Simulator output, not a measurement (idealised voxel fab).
process module | voxel tone inversion
cross-section cut | 220 nm wide | cells 5 nm
A cross-section is a grid of square cells, given in bands from the top down. A band is one or more rows of cells.
Each band's line starts with the height of the band's top and of its bottom, in nm. Then come its materials from left to right, each with its width in nm. One material with "throughout" fills the band from edge to edge. "air" is empty space.
Height 0 is the level under which the wafer as received is all one material. The lowest band goes on downwards, as in "0 down".
A width such as "30 to 40" changes by the same amount from each row of cells to the next, from the band's top row to its bottom row.
"no change" after a step means that no cell of the cross-section changed.
closed voids: empty space of 8 cells or more with no open way to the top, each as width x height at its distance from the left edge, in nm
after a step's settings: what the simulator itself notes on the step
overlay nm, on a step with a mask: how far to the right of its planned place the mask lay; to the left if negative
plan
1 op RECEIVE | material Si
2 op CONFORMAL_DEP | material SiCN | thk nm 10
3 op DIRECTIONAL_DEP | material aC | thk nm 15
4 op PATTERN | tone cover | mask id POSTS | material resist | width nm 25 | pitch nm 55 | thk nm 25 | overlay nm 0
5 op DIRECTIONAL_ETCH | etch materials aC | depth nm 15
6 op STRIP | etch materials resist
7 op FILL_DEP | material lowk | thk nm 5
8 op CMP | height nm 25
9 op STRIP | etch materials aC
10 op CONFORMAL_DEP | material TiN | thk nm 5
11 op FILL_DEP | material Ru | thk nm 10
12 op CMP | height nm 25
13 op CONFORMAL_DEP | material SiN | thk nm 5
first wafer, as planned
as received, after step 1
  0 down: Si throughout
  closed voids: none
after step 2
  10 to 0: SiCN throughout
  below 0: unchanged
after step 3
  25 to 10: aC throughout
  below 10: unchanged
after step 4
  50 to 25: air 40 | resist 25 | air 30 | resist 25 | air 30 | resist 25 | air 45
  below 25: unchanged
after step 5
  35 to 25: air 40 | resist 25 | air 30 | resist 25 | air 30 | resist 25 | air 45
  25 to 10: air 40 | aC 25 | air 30 | aC 25 | air 30 | aC 25 | air 45
  below 10: unchanged
after step 6
  25 to 10: air 40 | aC 25 | air 30 | aC 25 | air 30 | aC 25 | air 45
  below 10: unchanged
after step 7
  30 to 25: lowk throughout
  25 to 10: lowk 40 | aC 25 | lowk 30 | aC 25 | lowk 30 | aC 25 | lowk 45
  below 10: unchanged
after step 8
  25 to 10: lowk 40 | aC 25 | lowk 30 | aC 25 | lowk 30 | aC 25 | lowk 45
  below 10: unchanged
after step 9
  25 to 10: lowk 40 | air 25 | lowk 30 | air 25 | lowk 30 | air 25 | lowk 45
  below 10: unchanged
after step 10
  30 to 25: TiN 45 | air 15 | TiN 40 | air 15 | TiN 40 | air 15 | TiN 50
  25 to 15: lowk 40 | TiN 5 | air 15 | TiN 5 | lowk 30 | TiN 5 | air 15 | TiN 5 | lowk 30 | TiN 5 | air 15 | TiN 5 | lowk 45
  15 to 10: lowk 40 | TiN 25 | lowk 30 | TiN 25 | lowk 30 | TiN 25 | lowk 45
  below 10: unchanged
after step 11
  40 to 30: Ru throughout
  30 to 25: TiN 45 | Ru 15 | TiN 40 | Ru 15 | TiN 40 | Ru 15 | TiN 50
  25 to 15: lowk 40 | TiN 5 | Ru 15 | TiN 5 | lowk 30 | TiN 5 | Ru 15 | TiN 5 | lowk 30 | TiN 5 | Ru 15 | TiN 5 | lowk 45
  below 15: unchanged
after step 12
  25 to 15: lowk 40 | TiN 5 | Ru 15 | TiN 5 | lowk 30 | TiN 5 | Ru 15 | TiN 5 | lowk 30 | TiN 5 | Ru 15 | TiN 5 | lowk 45
  below 15: unchanged
after step 13
  30 to 25: SiN throughout
  below 25: unchanged
second wafer: like start, like plan, one mistake. Through step 3 it matches the first wafer
when step 4 should have ended
  50 to 25: air 45 | resist 20 | air 35 | resist 20 | air 35 | resist 20 | air 45
  below 25: unchanged
when step 5 should have ended
  35 to 25: air 45 | resist 20 | air 35 | resist 20 | air 35 | resist 20 | air 45
  25 to 10: air 45 | aC 20 | air 35 | aC 20 | air 35 | aC 20 | air 45
  below 10: unchanged
when step 6 should have ended
  25 to 10: air 45 | aC 20 | air 35 | aC 20 | air 35 | aC 20 | air 45
  below 10: unchanged
when step 7 should have ended
  30 to 25: lowk throughout
  25 to 10: lowk 45 | aC 20 | lowk 35 | aC 20 | lowk 35 | aC 20 | lowk 45
  below 10: unchanged
when step 8 should have ended
  25 to 10: lowk 45 | aC 20 | lowk 35 | aC 20 | lowk 35 | aC 20 | lowk 45
  below 10: unchanged
when step 9 should have ended
  25 to 10: lowk 45 | air 20 | lowk 35 | air 20 | lowk 35 | air 20 | lowk 45
  below 10: unchanged
when step 10 should have ended
  30 to 25: TiN 50 | air 10 | TiN 45 | air 10 | TiN 45 | air 10 | TiN 50
  25 to 15: lowk 45 | TiN 5 | air 10 | TiN 5 | lowk 35 | TiN 5 | air 10 | TiN 5 | lowk 35 | TiN 5 | air 10 | TiN 5 | lowk 45
  15 to 10: lowk 45 | TiN 20 | lowk 35 | TiN 20 | lowk 35 | TiN 20 | lowk 45
  below 10: unchanged
when step 11 should have ended
  40 to 30: Ru throughout
  30 to 25: TiN 50 | Ru 10 | TiN 45 | Ru 10 | TiN 45 | Ru 10 | TiN 50
  25 to 15: lowk 45 | TiN 5 | Ru 10 | TiN 5 | lowk 35 | TiN 5 | Ru 10 | TiN 5 | lowk 35 | TiN 5 | Ru 10 | TiN 5 | lowk 45
  below 15: unchanged
when step 12 should have ended
  25 to 15: lowk 45 | TiN 5 | Ru 10 | TiN 5 | lowk 35 | TiN 5 | Ru 10 | TiN 5 | lowk 35 | TiN 5 | Ru 10 | TiN 5 | lowk 45
  below 15: unchanged
when step 13 should have ended
  30 to 25: SiN throughout
  below 25: unchanged
what went wrong: step 4 ran as: op PATTERN | tone cover | mask id POSTS | material resist | width nm 20 | pitch nm 55 | thk nm 25 | overlay nm 0
at the end the second wafer has, in cells: 6 fewer of Ru | 3 fewer of TiN | 9 more of lowk
